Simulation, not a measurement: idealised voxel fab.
process module | voxel capacitor over wiring
cross-section cut | 230 nm wide | cells 5 nm
A cross-section is a grid of square cells, given in bands from the top down. A band is one or more rows of cells.
Each band's line starts with the height of the band's top and of its bottom, in nm. Then come its materials from left to right, each with its width in nm. One material with "throughout" fills the band from edge to edge. "air" is empty space.
Height 0 is the level under which the wafer as received is all one material. The lowest band goes on downwards, as in "0 down".
A width such as "30 to 40" changes by the same amount from each row of cells to the next, from the band's top row to its bottom row.
"no change" after a step means that no cell of the cross-section changed.
closed voids: empty space of 8 cells or more with no open way to the top, each as width x height at its distance from the left edge, in nm
after a step's settings: what the simulator itself notes on the step
overlay nm, on a step with a mask: how far to the right of its planned place the mask lay; to the left if negative
plan
1 op RECEIVE | material Si
2 op CONFORMAL_DEP | material SiO2 | thk nm 15
3 op DIRECTIONAL_DEP | material TiN | thk nm 5
4 op DIRECTIONAL_DEP | material Ru | thk nm 15
5 op MASKED_ETCH | tone cover | mask id METAL_1 | width nm 25 | pitch nm 80 | etch materials Ru | depth nm 15 | overlay nm 0
6 op MASKED_ETCH | tone cover | mask id METAL_1 | width nm 25 | pitch nm 80 | etch materials TiN | depth nm 5 | overlay nm 0
7 op FILL_DEP | material SiO2 | thk nm 5
8 op CMP | height nm 35
9 op CONFORMAL_DEP | material SiCN | thk nm 5
10 op DIRECTIONAL_DEP | material SiO2 | thk nm 20
11 op PATTERN | tone open | mask id PLUG_1 | material resist | width nm 15 | thk nm 20 | overlay nm 0
12 op DIRECTIONAL_ETCH | etch materials SiO2 | depth nm 20
13 op DIRECTIONAL_ETCH | etch materials SiCN | depth nm 5
14 op STRIP | etch materials resist
15 op CONFORMAL_DEP | material TiN | thk nm 5
16 op FILL_DEP | material Cu | thk nm 5
17 op CMP | height nm 60
18 op DIRECTIONAL_DEP | material TiN | thk nm 5
19 op DIRECTIONAL_DEP | material SiN | thk nm 5
20 op DIRECTIONAL_DEP | material TiN | thk nm 10
21 op PATTERN | tone cover | mask id UPPER_PLATE | material resist | width nm 60 | thk nm 20 | overlay nm 0
22 op DIRECTIONAL_ETCH | etch materials TiN | depth nm 10
23 op DIRECTIONAL_ETCH | etch materials SiN | depth nm 5
24 op STRIP | etch materials resist
25 op DIRECTIONAL_DEP | material aC | thk nm 15
26 op PATTERN | tone cover | mask id LOWER_PLATE | material resist | width nm 70 | thk nm 30 | overlay nm 0
27 op DIRECTIONAL_ETCH | etch materials aC | depth nm 15
28 op STRIP | etch materials resist
29 op DIRECTIONAL_ETCH | etch materials TiN | depth nm 5
30 op STRIP | etch materials aC
31 op FILL_DEP | material SiO2 | thk nm 15
32 op CMP | height nm 90
33 op DIRECTIONAL_DEP | material aC | thk nm 10
34 op PATTERN | tone open | mask id PLUG_2 | material resist | width nm 15 | thk nm 30 | overlay nm 0
35 op DIRECTIONAL_ETCH | etch materials aC | depth nm 10
36 op STRIP | etch materials resist
37 op DIRECTIONAL_ETCH | etch materials SiO2 | depth nm 10
38 op STRIP | etch materials aC
39 op CONFORMAL_DEP | material TiN | thk nm 5
40 op FILL_DEP | material Ru | thk nm 5
41 op CMP | height nm 90
42 op CONFORMAL_DEP | material SiCN | thk nm 5
as received, after step 1
  0 down: Si throughout
  closed voids: none
a wafer at the end: this start, this plan, one mistake
  95 to 90: SiCN throughout
  90 to 85: SiO2 75 | TiN 5 | Ru 15 | TiN 5 | SiO2 130
  85 to 80: SiO2 75 | TiN 25 | SiO2 130
  80 to 70: SiO2 70 | TiN 60 | SiO2 100
  70 to 65: SiO2 70 | SiN 60 | SiO2 100
  65 to 60: SiO2 65 | TiN 70 | SiO2 95
  60 to 40: SiO2 70 | TiN 5 | Cu 5 | TiN 5 | SiO2 145
  40 to 35: SiCN 70 | TiN 15 | SiCN 145
  35 to 20: SiO2 60 | Ru 25 | SiO2 55 | Ru 25 | SiO2 65
  20 to 15: SiO2 60 | TiN 25 | SiO2 55 | TiN 25 | SiO2 65
  15 to 0: SiO2 throughout
  0 down: Si throughout
  closed voids: none
what went wrong: step 34 ran as: op PATTERN | tone open | mask id PLUG_2 | material resist | width nm 25 | thk nm 30 | overlay nm 0
